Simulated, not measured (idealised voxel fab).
Process module, titled voxel self aligned vias
FYI the section here is cut, 250 nm wide, cells are 5 nm squares.
Notation: cross-section as square-cell grid; stated in bands, top first, going down; one or more cell rows per band. The band entry comprises the height of the band's top followed by the height of its bottom, expressed in nm, and subsequently the band's materials from left to right, each stated together with its width in nm. Where a single material is marked with the word "all across", that material fills the band from edge to edge. The word "empty" represents empty space. Heights are expressed relative to 0, this being the level below which the as-received wafer comprises one material exclusively. The lowest band is unbounded in the downward direction and is denoted as in "0 and below". Per-row width for "30 to 40": begins at first number (top row of band), ends at second number (bottom row), increment between rows held constant. Key: "stayed the same" - step with no changed cell in the cross-section. The label "Closed void listing" introduces a list of the empty spaces, 8 cells or larger, that have no open way up to the top; each entry in it reads width x height at distance, where the distance is taken from the left edge and all three are stated in nm. Where a step's line continues beyond its settings, the continuation is a remark by the simulator itself on that step. For masked steps, "overlay nm" on the step line gives how far right of plan the mask actually lay; a minus sign means it lay to the left.

# Process steps foreseen in the plan
1: RECEIVE (material Si)
2: CONFORMAL_DEP (material SiO2; thk nm 10)
3: CONFORMAL_DEP (material SiCN; thk nm 5)
4: DIRECTIONAL_DEP (material SiO2; thk nm 20)
5: PATTERN (tone open; mask id LINES; material resist; width nm 30; pitch nm 55; thk nm 15; overlay nm 0)
6: DIRECTIONAL_ETCH (etch materials SiO2; depth nm 20)
7: STRIP (etch materials resist)
8: CONFORMAL_DEP (material TiN; thk nm 5)
9: FILL_DEP (material Ru; thk nm 5)
10: CMP (height nm 35)
11: SELECTIVE_ETCH (etch materials W Ru TiN; depth nm 5)
12: FILL_DEP (material SiN; thk nm 10)
13: CMP (height nm 35)
14: DIRECTIONAL_DEP (material SiO2; thk nm 20)
15: MASKED_ETCH (tone open; mask id VIAS; width nm 40; pitch nm 55; etch materials SiO2; depth nm 20; overlay nm 0)
16: MASKED_ETCH (tone open; mask id VIAS; width nm 40; pitch nm 55; etch materials SiN; depth nm 5; overlay nm 0)
17: CONFORMAL_DEP (material TiN; thk nm 5)
18: FILL_DEP (material Ru; thk nm 10)
19: CMP (height nm 55)
20: CONFORMAL_DEP (material SiCN; thk nm 5)

# Wafer at receipt (post step 1), cross-section
  0 and below: Si all across
  Closed void listing: none

# Starting wafer: above. Plan: above. Run: one mistake. Cross-section after the module: below
  60 down to 55: SiCN all across
  55 down to 35: SiO2: 50, TiN: 5, Ru: 30, TiN: 5, SiO2: 15, TiN: 5, Ru: 30, TiN: 5, SiO2: 15, TiN: 5, Ru: 30, TiN: 5, SiO2: 50
  35 down to 30: SiO2: 50, TiN: 40, SiO2: 15, TiN: 40, SiO2: 15, TiN: 40, SiO2: 50
  30 down to 20: SiO2: 50, TiN: 10, Ru: 20, TiN: 10, SiO2: 15, TiN: 10, Ru: 20, TiN: 10, SiO2: 15, TiN: 10, Ru: 20, TiN: 10, SiO2: 50
  20 down to 15: SiO2: 50, TiN: 40, SiO2: 15, TiN: 40, SiO2: 15, TiN: 40, SiO2: 50
  15 down to 10: SiCN all across
  10 down to 0: SiO2 all across
  0 and below: Si all across
  Closed void listing: none
Nonconformance to the process plan: heads up, step 15 of the plan got done twice
